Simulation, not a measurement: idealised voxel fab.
The name of this process module is voxel capacitor over wiring.
Shown is cross-section cut, with a width of 205 nm and square cells of size 5 nm.
Square cells in a grid make up a cross-section in this document, and the grid is given as bands, listed from the top down, each one or more rows of cells. Per band: top height and bottom height in nm, followed by the left-to-right materials and their widths in nm; "edge to edge" marks a single material spanning edge to edge, "empty" marks empty space. Height reference: 0 = level under which incoming wafer is all one material. Lowest band: no bottom, runs on downward, e.g. "0..down". The width entry "30->40" should be interpreted row by row: the top row of cells in the band takes the first number, the bottom row takes the second number, and the change between adjacent rows is uniform throughout. What does "nothing different" mean for a step? It means no cell of the cross-section changed in that step. The entry "Voids lacking openings" lists the empty spaces that cover at least 8 cells and have no open path to the top. Each is written as width x height at distance, where the distance is measured from the left edge and all three values are in nm. On a step's line, text after the settings is the simulator commenting on that step. The optional step-line setting "overlay nm" applies to steps with a mask and quantifies how far to the right of its planned location the mask lay, a negative value indicating leftward placement.
Steps planned for the process
- 1: RECEIVE,material Si
- 2: CONFORMAL_DEP,material SiO2,thk nm 10
- 3: CONFORMAL_DEP,material SiCN,thk nm 5
- 4: DIRECTIONAL_DEP,material SiO2,thk nm 25
- 5: PATTERN,tone open,mask id METAL_1,material resist,width nm 20,pitch nm 85,thk nm 15,overlay nm 0
- 6: DIRECTIONAL_ETCH,etch materials SiO2,depth nm 25
- 7: DIRECTIONAL_ETCH,etch materials SiCN,depth nm 5
- 8: STRIP,etch materials resist
- 9: CONFORMAL_DEP,material TiN,thk nm 5
- 10: FILL_DEP,material Cu,thk nm 10
- 11: CMP,height nm 40
- 12: CONFORMAL_DEP,material SiCN,thk nm 5
- 13: DIRECTIONAL_DEP,material SiO2,thk nm 20
- 14: DIRECTIONAL_DEP,material aC,thk nm 15
- 15: PATTERN,tone open,mask id PLUG_1,material resist,width nm 15,thk nm 30,overlay nm 0
- 16: DIRECTIONAL_ETCH,etch materials aC,depth nm 15
- 17: STRIP,etch materials resist
- 18: DIRECTIONAL_ETCH,etch materials SiO2,depth nm 20
- 19: DIRECTIONAL_ETCH,etch materials SiCN,depth nm 5
- 20: STRIP,etch materials aC
- 21: EPI,material Ru,thk nm 10
- 22: EPI,material Ru,thk nm 10
- 23: EPI,material Ru,thk nm 5
- 24: DIRECTIONAL_DEP,material TiN,thk nm 5
- 25: DIRECTIONAL_DEP,material Al2O3,thk nm 5
- 26: DIRECTIONAL_DEP,material TiN,thk nm 5
- 27: MASKED_ETCH,tone cover,mask id UPPER_PLATE,width nm 70,etch materials TiN,depth nm 5,overlay nm 0
- 28: MASKED_ETCH,tone cover,mask id UPPER_PLATE,width nm 70,etch materials Al2O3,depth nm 5,overlay nm 0
- 29: MASKED_ETCH,tone cover,mask id LOWER_PLATE,width nm 80,etch materials TiN,depth nm 5,overlay nm 0
- 30: FILL_DEP,material SiO2,thk nm 15
- 31: CMP,height nm 90
- 32: DIRECTIONAL_DEP,material aC,thk nm 15
- 33: PATTERN,tone open,mask id PLUG_2,material resist,width nm 15,thk nm 35,overlay nm 0
- 34: DIRECTIONAL_ETCH,etch materials aC,depth nm 15
- 35: STRIP,etch materials resist
- 36: DIRECTIONAL_ETCH,etch materials SiO2,depth nm 10
- 37: STRIP,etch materials aC
- 38: CONFORMAL_DEP,material TiN,thk nm 5
- 39: FILL_DEP,material Cu,thk nm 5
- 40: CMP,height nm 90
- 41: CONFORMAL_DEP,material SiCN,thk nm 5
Of two wafers, the first: run according to plan
Shown in cross-section is the wafer as received, that is, as it stands after step 1
- 0..down = Si edge to edge
- Voids lacking openings: none
So this is the wafer cross-section right after step 2
- 10..0 = SiO2 edge to edge
- At heights below 0, the structure remains unaltered.
So this is the wafer cross-section right after step 3
- 15..10 = SiCN edge to edge
- At heights below 10, the structure remains unaltered.
So this is the wafer cross-section right after step 4
- 40..15 = SiO2 edge to edge
- At heights below 15, the structure remains unaltered.
So this is the wafer cross-section right after step 5
- 55..40 = resist 50  empty 20  resist 65  empty 20  resist 50
- At heights below 40, the structure remains unaltered.
So this is the wafer cross-section right after step 6
- 55..40 = resist 50  empty 20  resist 65  empty 20  resist 50
- 40..15 = SiO2 50  empty 20  SiO2 65  empty 20  SiO2 50
- At heights below 15, the structure remains unaltered.
So this is the wafer cross-section right after step 7
- 55..40 = resist 50  empty 20  resist 65  empty 20  resist 50
- 40..15 = SiO2 50  empty 20  SiO2 65  empty 20  SiO2 50
- 15..10 = SiCN 50  empty 20  SiCN 65  empty 20  SiCN 50
- At heights below 10, the structure remains unaltered.
So this is the wafer cross-section right after step 8
- 40..15 = SiO2 50  empty 20  SiO2 65  empty 20  SiO2 50
- At heights below 15, the structure remains unaltered.
So this is the wafer cross-section right after step 9
- 45..40 = TiN 55  empty 10  TiN 75  empty 10  TiN 55
- 40..15 = SiO2 50  TiN 5  empty 10  TiN 5  SiO2 65  TiN 5  empty 10  TiN 5  SiO2 50
- 15..10 = SiCN 50  TiN 20  SiCN 65  TiN 20  SiCN 50
- At heights below 10, the structure remains unaltered.
So this is the wafer cross-section right after step 10
- 55..45 = Cu edge to edge
- 45..40 = TiN 55  Cu 10  TiN 75  Cu 10  TiN 55
- 40..15 = SiO2 50  TiN 5  Cu 10  TiN 5  SiO2 65  TiN 5  Cu 10  TiN 5  SiO2 50
- At heights below 15, the structure remains unaltered.
So this is the wafer cross-section right after step 11
- 40..15 = SiO2 50  TiN 5  Cu 10  TiN 5  SiO2 65  TiN 5  Cu 10  TiN 5  SiO2 50
- At heights below 15, the structure remains unaltered.
So this is the wafer cross-section right after step 12
- 45..40 = SiCN edge to edge
- At heights below 40, the structure remains unaltered.
So this is the wafer cross-section right after step 13
- 65..45 = SiO2 edge to edge
- At heights below 45, the structure remains unaltered.
So this is the wafer cross-section right after step 14
- 80..65 = aC edge to edge
- At heights below 65, the structure remains unaltered.
So this is the wafer cross-section right after step 15
- 110..80 = resist 55  empty 15  resist 135
- At heights below 80, the structure remains unaltered.
So this is the wafer cross-section right after step 16
- 95..80 = resist 55  empty 15  resist 135
- 80..65 = aC 55  empty 15  aC 135
- At heights below 65, the structure remains unaltered.
So this is the wafer cross-section right after step 17
- 80..65 = aC 55  empty 15  aC 135
- At heights below 65, the structure remains unaltered.
So this is the wafer cross-section right after step 18
- 80..65 = aC 55  empty 15  aC 135
- 65..45 = SiO2 55  empty 15  SiO2 135
- At heights below 45, the structure remains unaltered.
So this is the wafer cross-section right after step 19
- 80..65 = aC 55  empty 15  aC 135
- 65..45 = SiO2 55  empty 15  SiO2 135
- 45..40 = SiCN 55  empty 15  SiCN 135
- At heights below 40, the structure remains unaltered.
So this is the wafer cross-section right after step 20
- 65..45 = SiO2 55  empty 15  SiO2 135
- At heights below 45, the structure remains unaltered.
So this is the wafer cross-section right after step 21
- 65..50 = SiO2 55  empty 15  SiO2 135
- 50..45 = SiO2 55  Ru 15  SiO2 135
- 45..40 = SiCN 55  Ru 15  SiCN 135
- At heights below 40, the structure remains unaltered.
So this is the wafer cross-section right after step 22
- 65..60 = SiO2 55  empty 15  SiO2 135
- 60..45 = SiO2 55  Ru 15  SiO2 135
- At heights below 45, the structure remains unaltered.
So this is the wafer cross-section right after step 23
- 65..45 = SiO2 55  Ru 15  SiO2 135
- At heights below 45, the structure remains unaltered.
So this is the wafer cross-section right after step 24
- 70..65 = TiN edge to edge
- At heights below 65, the structure remains unaltered.
So this is the wafer cross-section right after step 25
- 75..70 = Al2O3 edge to edge
- At heights below 70, the structure remains unaltered.
So this is the wafer cross-section right after step 26
- 80..75 = TiN edge to edge
- At heights below 75, the structure remains unaltered.
So this is the wafer cross-section right after step 27
- 80..75 = empty 55  TiN 70  empty 80
- At heights below 75, the structure remains unaltered.
So this is the wafer cross-section right after step 28
- 80..75 = empty 55  TiN 70  empty 80
- 75..70 = empty 55  Al2O3 70  empty 80
- At heights below 70, the structure remains unaltered.
So this is the wafer cross-section right after step 29
- 80..75 = empty 55  TiN 70  empty 80
- 75..70 = empty 55  Al2O3 70  empty 80
- 70..65 = empty 50  TiN 80  empty 75
- At heights below 65, the structure remains unaltered.
So this is the wafer cross-section right after step 30
- 95..80 = SiO2 edge to edge
- 80..75 = SiO2 55  TiN 70  SiO2 80
- 75..70 = SiO2 55  Al2O3 70  SiO2 80
- 70..65 = SiO2 50  TiN 80  SiO2 75
- At heights below 65, the structure remains unaltered.
So this is the wafer cross-section right after step 31
- 90..80 = SiO2 edge to edge
- At heights below 80, the structure remains unaltered.
So this is the wafer cross-section right after step 32
- 105..90 = aC edge to edge
- At heights below 90, the structure remains unaltered.
So this is the wafer cross-section right after step 33
- 140..105 = resist 65  empty 15  resist 125
- At heights below 105, the structure remains unaltered.
So this is the wafer cross-section right after step 34
- 125..105 = resist 65  empty 15  resist 125
- 105..90 = aC 65  empty 15  aC 125
- At heights below 90, the structure remains unaltered.
So this is the wafer cross-section right after step 35
- 105..90 = aC 65  empty 15  aC 125
- At heights below 90, the structure remains unaltered.
So this is the wafer cross-section right after step 36
- 105..90 = aC 65  empty 15  aC 125
- 90..80 = SiO2 65  empty 15  SiO2 125
- At heights below 80, the structure remains unaltered.
So this is the wafer cross-section right after step 37
- 90..80 = SiO2 65  empty 15  SiO2 125
- At heights below 80, the structure remains unaltered.
So this is the wafer cross-section right after step 38
- 95..90 = TiN 70  empty 5  TiN 130
- 90..85 = SiO2 65  TiN 5  empty 5  TiN 5  SiO2 125
- 85..75 = SiO2 65->55  TiN 15->70  SiO2 125->80
- At heights below 75, the structure remains unaltered.
So this is the wafer cross-section right after step 39
- 100..95 = Cu edge to edge
- 95..90 = TiN 70  Cu 5  TiN 130
- 90..85 = SiO2 65  TiN 5  Cu 5  TiN 5  SiO2 125
- At heights below 85, the structure remains unaltered.
So this is the wafer cross-section right after step 40
- 90..85 = SiO2 65  TiN 5  Cu 5  TiN 5  SiO2 125
- At heights below 85, the structure remains unaltered.
So this is the wafer cross-section right after step 41
- 95..90 = SiCN edge to edge
- At heights below 90, the structure remains unaltered.
The remaining wafer, second of the two, started like the first and was run to the same plan, except that one mistake was made along the way; the two coincide through step 25, inclusive
X-section, second wafer, when step 26 was due to finish: nothing different
X-section, second wafer, when step 27 was due to finish: nothing different
X-section, second wafer, when step 28 was due to finish
- 75..70 = empty 55  Al2O3 70  empty 80
- At heights below 70, the structure remains unaltered.
X-section, second wafer, when step 29 was due to finish
- 75..70 = empty 55  Al2O3 70  empty 80
- 70..65 = empty 50  TiN 80  empty 75
- At heights below 65, the structure remains unaltered.
X-section, second wafer, when step 30 was due to finish
- 90..75 = SiO2 edge to edge
- 75..70 = SiO2 55  Al2O3 70  SiO2 80
- 70..65 = SiO2 50  TiN 80  SiO2 75
- At heights below 65, the structure remains unaltered.
X-section, second wafer, when step 31 was due to finish: nothing different
X-section, second wafer, when step 32 was due to finish
- 105..90 = aC edge to edge
- At heights below 90, the structure remains unaltered.
X-section, second wafer, when step 33 was due to finish
- 140..105 = resist 65  empty 15  resist 125
- At heights below 105, the structure remains unaltered.
X-section, second wafer, when step 34 was due to finish
- 125..105 = resist 65  empty 15  resist 125
- 105..90 = aC 65  empty 15  aC 125
- At heights below 90, the structure remains unaltered.
X-section, second wafer, when step 35 was due to finish
- 105..90 = aC 65  empty 15  aC 125
- At heights below 90, the structure remains unaltered.
X-section, second wafer, when step 36 was due to finish
- 105..90 = aC 65  empty 15  aC 125
- 90..80 = SiO2 65  empty 15  SiO2 125
- At heights below 80, the structure remains unaltered.
X-section, second wafer, when step 37 was due to finish
- 90..80 = SiO2 65  empty 15  SiO2 125
- At heights below 80, the structure remains unaltered.
X-section, second wafer, when step 38 was due to finish
- 95..90 = TiN 70  empty 5  TiN 130
- 90..85 = SiO2 65  TiN 5  empty 5  TiN 5  SiO2 125
- 85..80 = SiO2 65  TiN 15  SiO2 125
- At heights below 80, the structure remains unaltered.
X-section, second wafer, when step 39 was due to finish
- 100..95 = Cu edge to edge
- 95..90 = TiN 70  Cu 5  TiN 130
- 90..85 = SiO2 65  TiN 5  Cu 5  TiN 5  SiO2 125
- At heights below 85, the structure remains unaltered.
X-section, second wafer, when step 40 was due to finish
- 90..85 = SiO2 65  TiN 5  Cu 5  TiN 5  SiO2 125
- At heights below 85, the structure remains unaltered.
X-section, second wafer, when step 41 was due to finish
- 95..90 = SiCN edge to edge
- At heights below 90, the structure remains unaltered.
Short version of what went wrong: plan step 26 never ran because it was skipped
Materials where the second wafer ends with more or fewer cells than the first: +14 SiO2, -14 TiN
